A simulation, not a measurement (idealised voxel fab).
This is a process module. Its name is voxel plated lines.
The width of the displayed cross-section, cut, is 225 nm; its cells are square, with a size of 5 nm.
Notation: cross-section as square-cell grid; stated in bands, top first, going down; one or more cell rows per band.
Within each band entry, the heights of the top and of the bottom of the band appear first, in that order and in nm; the materials of the band then follow from left to right, each with its corresponding width in nm. The designation "full width" on a single material indicates that it fills the band from edge to edge; the designation "empty" indicates empty space.
Zero point of the height axis is 0; under it, received wafer = one material. Lowest band: continues down indefinitely, "0 -> down".
The notation "30..40" denotes a width that varies across the rows of cells in the band, beginning at the first number in the top row, finishing at the second number in the bottom row, and changing by an identical amount from each row to the next.
You'll sometimes find "remained unchanged" written for a step, and that's the way of saying that nowhere in the cross-section did a cell change during that step.
Look at "Sealed void inventory" for the closed voids: empty spaces with no open path to the top, sized 8 cells or up. Each is width x height at distance, distance from the left edge, all nm.
Formally, on a step line, whatever follows the settings is a remark that the simulator itself makes on the step.
The line of a step may include "overlay nm". On a step with a mask, this value is how far to the right of its planned place the mask lay. A negative value means the mask lay to the left.
This section lists the process steps that were planned
1,RECEIVE (material Si)
2,CONFORMAL_DEP (material Al2O3; thk nm 10)
3,DIRECTIONAL_DEP (material TiN; thk nm 5)
4,PATTERN (tone open; mask id LINES; material resist; width nm 15; pitch nm 35; thk nm 40; overlay nm 0)
5,EPI (material Ru; thk nm 10)
6,EPI (material Ru; thk nm 5)
7,EPI (material Ru; thk nm 10)
8,STRIP (etch materials resist)
9,DIRECTIONAL_ETCH (etch materials TiN; depth nm 5)
10,CONFORMAL_DEP (material SiN; thk nm 5)
Here's what the wafer looked like in cross-section when it arrived - that's after step 1
0 -> down | Si full width
Sealed void inventory: none
Cross-section taken at module completion on the first of two wafers; processed per the plan
45 -> 40 | empty: 80 | SiN: 25 | empty: 10 | SiN: 25 | empty: 85
40 -> 15 | empty: 80 | SiN: 5 | Ru: 15 | SiN: 5 | empty: 10 | SiN: 5 | Ru: 15 | SiN: 5 | empty: 85
15 -> 10 | SiN: 85 | TiN: 15 | SiN: 20 | TiN: 15 | SiN: 90
10 -> 0 | Al2O3 full width
0 -> down | Si full width
Sealed void inventory: none
Cross-section of the latter of the two wafers at module completion. It had an identical start and an identical plan to the former; in running it, one mistake was made
45 -> 40 | empty: 75 | SiN: 25 | empty: 10 | SiN: 25 | empty: 90
40 -> 15 | empty: 75 | SiN: 5 | Ru: 15 | SiN: 5 | empty: 10 | SiN: 5 | Ru: 15 | SiN: 5 | empty: 90
15 -> 10 | SiN: 80 | TiN: 15 | SiN: 20 | TiN: 15 | SiN: 95
10 -> 0 | Al2O3 full width
0 -> down | Si full width
Sealed void inventory: none
Want to know what went wrong? so step 4 ended up running with a different setting than we planned, it ran as PATTERN (tone open; mask id LINES; material resist; width nm 15; pitch nm 35; thk nm 40; overlay nm -5)
The two final wafers agree on how many cells each material fills and disagree on which cells those are.
